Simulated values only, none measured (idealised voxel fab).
process module | voxel wiring stack
cross-section cut | 210 nm wide | cells 5 nm
A cross-section is a grid of square cells, given in bands from the top down. A band is one or more rows of cells.
Each band's line starts with the height of the band's top and of its bottom, in nm. Then come its materials from left to right, each with its width in nm. One material with "throughout" fills the band from edge to edge. "air" is empty space.
Height 0 is the level under which the wafer as received is all one material. The lowest band goes on downwards, as in "0 down".
A width such as "30 to 40" changes by the same amount from each row of cells to the next, from the band's top row to its bottom row.
"no change" after a step means that no cell of the cross-section changed.
closed voids: empty space of 8 cells or more with no open way to the top, each as width x height at its distance from the left edge, in nm
after a step's settings: what the simulator itself notes on the step
overlay nm, on a step with a mask: how far to the right of its planned place the mask lay; to the left if negative
plan
1 op RECEIVE | material Si
2 op CONFORMAL_DEP | material SiO2 | thk nm 10
3 op CONFORMAL_DEP | material SiCN | thk nm 5
4 op DIRECTIONAL_DEP | material SiO2 | thk nm 25
5 op PATTERN | tone open | mask id METAL_1 | material resist | width nm 30 | pitch nm 60 | thk nm 20 | overlay nm 0
6 op DIRECTIONAL_ETCH | etch materials SiO2 | depth nm 25
7 op DIRECTIONAL_ETCH | etch materials SiCN | depth nm 5
8 op STRIP | etch materials resist
9 op CONFORMAL_DEP | material TiN | thk nm 5
10 op FILL_DEP | material Cu | thk nm 5
11 op CMP | height nm 40
12 op CONFORMAL_DEP | material SiCN | thk nm 5
13 op DIRECTIONAL_DEP | material lowk | thk nm 25
14 op PATTERN | tone open | mask id METAL_2_HOLES | material resist | width nm 15 | pitch nm 60 | thk nm 20 | overlay nm 0
15 op DIRECTIONAL_ETCH | etch materials lowk | depth nm 25
16 op STRIP | etch materials resist
17 op PATTERN | tone open | mask id METAL_2 | material resist | width nm 30 | pitch nm 60 | thk nm 20 | overlay nm 0
18 op DIRECTIONAL_ETCH | etch materials lowk | depth nm 15
19 op DIRECTIONAL_ETCH | etch materials SiCN | depth nm 5
20 op STRIP | etch materials resist
21 op CONFORMAL_DEP | material TiN | thk nm 5
22 op FILL_DEP | material Ru | thk nm 10
23 op CMP | height nm 70
24 op CONFORMAL_DEP | material SiCN | thk nm 5
25 op DIRECTIONAL_DEP | material SiO2 | thk nm 15
26 op PATTERN | tone open | mask id PLUG_2 | material resist | width nm 15 | thk nm 15 | overlay nm 0
27 op DIRECTIONAL_ETCH | etch materials SiO2 | depth nm 15
28 op DIRECTIONAL_ETCH | etch materials SiCN | depth nm 5
29 op STRIP | etch materials resist
30 op EPI | material Ru | thk nm 10
31 op EPI | material Ru | thk nm 10
32 op DIRECTIONAL_DEP | material TiN | thk nm 5
33 op DIRECTIONAL_DEP | material Ru | thk nm 20
34 op PATTERN | tone cover | mask id METAL_3 | material resist | width nm 30 | pitch nm 60 | thk nm 20 | overlay nm 0
35 op DIRECTIONAL_ETCH | etch materials Ru | depth nm 20
36 op DIRECTIONAL_ETCH | etch materials TiN | depth nm 5
37 op STRIP | etch materials resist
38 op CONFORMAL_DEP | material SiCN | thk nm 5
39 op FILL_DEP | material SiO2 | thk nm 10
40 op CMP | height nm 115
41 op CONFORMAL_DEP | material SiCN | thk nm 5
42 op DIRECTIONAL_DEP | material SiO2 | thk nm 30
43 op PATTERN | tone open | mask id METAL_4_HOLES | material resist | width nm 15 | pitch nm 60 | thk nm 15 | overlay nm 0
44 op DIRECTIONAL_ETCH | etch materials SiO2 | depth nm 30
45 op STRIP | etch materials resist
46 op MASKED_ETCH | tone open | mask id METAL_4 | width nm 30 | pitch nm 60 | etch materials SiO2 | depth nm 15 | overlay nm 0
47 op MASKED_ETCH | tone open | mask id METAL_4 | width nm 30 | pitch nm 60 | etch materials SiCN | depth nm 5 | overlay nm 0
48 op CONFORMAL_DEP | material TiN | thk nm 5
49 op FILL_DEP | material Cu | thk nm 10
50 op CMP | height nm 150
51 op CONFORMAL_DEP | material SiCN | thk nm 5
as received, after step 1
  0 down: Si throughout
  closed voids: none
first wafer at the end, as planned
  155 to 150: SiCN throughout
  150 to 140: SiO2 60 | TiN 5 | Cu 20 | TiN 5 | SiO2 30 | TiN 5 | Cu 20 | TiN 5 | SiO2 60
  140 to 135: SiO2 60 | TiN 5 | Cu 5 | TiN 20 | SiO2 30 | TiN 5 | Cu 5 | TiN 20 | SiO2 60
  135 to 120: SiO2 60 | TiN 5 | Cu 5 | TiN 5 | SiO2 45 | TiN 5 | Cu 5 | TiN 5 | SiO2 75
  120 to 115: SiCN 60 | TiN 15 | SiCN 45 | TiN 15 | SiCN 75
  115 to 95: SiO2 55 | SiCN 5 | Ru 30 | SiCN 5 | SiO2 20 | SiCN 5 | Ru 30 | SiCN 5 | SiO2 55
  95 to 90: SiCN 60 | TiN 30 | SiCN 30 | TiN 30 | SiCN 60
  90 to 75: SiO2 60 | Ru 15 | SiO2 135
  75 to 70: SiCN 60 | Ru 15 | SiCN 135
  70 to 60: lowk 60 | TiN 5 | Ru 20 | TiN 5 | lowk 30 | TiN 5 | Ru 20 | TiN 5 | lowk 60
  60 to 55: lowk 60 | TiN 5 | Ru 5 | TiN 20 | lowk 30 | TiN 5 | Ru 5 | TiN 20 | lowk 60
  55 to 45: lowk 60 | TiN 5 | Ru 5 | TiN 5 | lowk 45 | TiN 5 | Ru 5 | TiN 5 | lowk 75
  45 to 40: SiCN 60 | TiN 15 | SiCN 45 | TiN 15 | SiCN 75
  40 to 15: SiO2 60 | TiN 5 | Cu 20 | TiN 5 | SiO2 30 | TiN 5 | Cu 20 | TiN 5 | SiO2 60
  15 to 10: SiCN 60 | TiN 30 | SiCN 30 | TiN 30 | SiCN 60
  10 to 0: SiO2 throughout
  0 down: Si throughout
  closed voids: none
second wafer at the end: like start, like plan, one mistake
  155 to 150: SiCN throughout
  150 to 140: SiO2 60 | TiN 5 | Cu 20 | TiN 5 | SiO2 30 | TiN 5 | Cu 20 | TiN 5 | SiO2 60
  140 to 135: SiO2 60 | TiN 5 | Cu 5 | TiN 20 | SiO2 30 | TiN 5 | Cu 5 | TiN 20 | SiO2 60
  135 to 120: SiO2 60 | TiN 5 | Cu 5 | TiN 5 | SiO2 45 | TiN 5 | Cu 5 | TiN 5 | SiO2 75
  120 to 115: SiCN 60 | TiN 15 | SiCN 45 | TiN 15 | SiCN 75
  115 to 95: SiO2 60 | SiCN 5 | Ru 20 | SiCN 5 | SiO2 30 | SiCN 5 | Ru 20 | SiCN 5 | SiO2 60
  95 to 90: SiCN 65 | TiN 20 | SiCN 40 | TiN 20 | SiCN 65
  90 to 75: SiO2 60 | Ru 15 | SiO2 135
  75 to 70: SiCN 60 | Ru 15 | SiCN 135
  70 to 60: lowk 60 | TiN 5 | Ru 20 | TiN 5 | lowk 30 | TiN 5 | Ru 20 | TiN 5 | lowk 60
  60 to 55: lowk 60 | TiN 5 | Ru 5 | TiN 20 | lowk 30 | TiN 5 | Ru 5 | TiN 20 | lowk 60
  55 to 45: lowk 60 | TiN 5 | Ru 5 | TiN 5 | lowk 45 | TiN 5 | Ru 5 | TiN 5 | lowk 75
  45 to 40: SiCN 60 | TiN 15 | SiCN 45 | TiN 15 | SiCN 75
  40 to 15: SiO2 60 | TiN 5 | Cu 20 | TiN 5 | SiO2 30 | TiN 5 | Cu 20 | TiN 5 | SiO2 60
  15 to 10: SiCN 60 | TiN 30 | SiCN 30 | TiN 30 | SiCN 60
  10 to 0: SiO2 throughout
  0 down: Si throughout
  closed voids: none
what went wrong: step 34 ran as: op PATTERN | tone cover | mask id METAL_3 | material resist | width nm 20 | pitch nm 60 | thk nm 20 | overlay nm 0
at the end the second wafer has, in cells: 16 fewer of Ru | 4 more of SiCN | 16 more of SiO2 | 4 fewer of TiN
